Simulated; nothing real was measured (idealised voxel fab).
A process module follows: voxel tone inversion.
The cross-section shown here is cut; it is 200 nm wide and divided into square cells measuring 5 nm on a side.
Cross-sections here: square-cell grids, written as top-down lists of bands, a band being one or more rows of cells. Within each band entry, the heights of the top and of the bottom of the band appear first, in that order and in nm; the materials of the band then follow from left to right, each with its corresponding width in nm. The designation "edge to edge" on a single material indicates that it fills the band from edge to edge; the designation "air" indicates empty space. Measure heights from 0. That's the level where, below it, the as-received wafer is all one material. The lowest band is bottomless and extends downward; write it as in "top 0, no bottom". A width such as "30..40" changes by the same amount from each row of cells to the next, from the band's top row to its bottom row. "nothing changed" -> step changed no cross-section cell. Listed in "Closed void inventory": every empty space of 8 or more cells without an open way to the top. Form: width x height at distance, the distance being from the left edge, all in nm. It should be noted that, on the line of a given step, the content following the step's settings is a remark produced by the simulator itself with respect to that step. overlay nm: mask right of planned place by this much (step with mask). Neg. = left.
Set out below are the planned steps of the process
- 1: RECEIVE,material Si
- 2: CONFORMAL_DEP,material SiN,thk nm 5
- 3: DIRECTIONAL_DEP,material aC,thk nm 20
- 4: PATTERN,tone cover,mask id POSTS,material resist,width nm 25,pitch nm 40,thk nm 30,overlay nm 0
- 5: DIRECTIONAL_ETCH,etch materials aC,depth nm 20
- 6: STRIP,etch materials resist
- 7: FILL_DEP,material lowk,thk nm 10
- 8: CMP,height nm 25
- 9: STRIP,etch materials aC
- 10: CONFORMAL_DEP,material TiN,thk nm 5
- 11: FILL_DEP,material Cu,thk nm 10
- 12: CMP,height nm 25
- 13: CONFORMAL_DEP,material SiN,thk nm 5
Incoming wafer in cross-section (state: after step 1)
	top 0, no bottom | Si edge to edge
	Closed void inventory: none
End-of-module XS, first of two wafers, run as planned
	top 30, bottom 25 | SiN edge to edge
	top 25, bottom 10 | lowk 45 nm  TiN 5 nm  Cu 15 nm  TiN 5 nm  lowk 15 nm  TiN 5 nm  Cu 15 nm  TiN 5 nm  lowk 15 nm  TiN 5 nm  Cu 15 nm  TiN 5 nm  lowk 50 nm
	top 10, bottom 5 | lowk 45 nm  TiN 25 nm  lowk 15 nm  TiN 25 nm  lowk 15 nm  TiN 25 nm  lowk 50 nm
	top 5, bottom 0 | SiN edge to edge
	top 0, no bottom | Si edge to edge
	Closed void inventory: none
Wafer two, sectioned after the module: the first wafer's start, the first wafer's plan, and one mistake in how it was run
	top 30, bottom 25 | SiN edge to edge
	top 25, bottom 10 | lowk 55 nm  TiN 5 nm  Cu 15 nm  TiN 5 nm  lowk 15 nm  TiN 5 nm  Cu 15 nm  TiN 5 nm  lowk 15 nm  TiN 5 nm  Cu 15 nm  TiN 5 nm  lowk 40 nm
	top 10, bottom 5 | lowk 55 nm  TiN 25 nm  lowk 15 nm  TiN 25 nm  lowk 15 nm  TiN 25 nm  lowk 40 nm
	top 5, bottom 0 | SiN edge to edge
	top 0, no bottom | Si edge to edge
	Closed void inventory: none
Where did the run depart from the plan? step 4 ran with different settings than intended, the actual operation and settings being PATTERN,tone cover,mask id POSTS,material resist,width nm 25,pitch nm 40,thk nm 30,overlay nm 10
at the end the second wafer has, in cells: as many of each material as the first, in other places
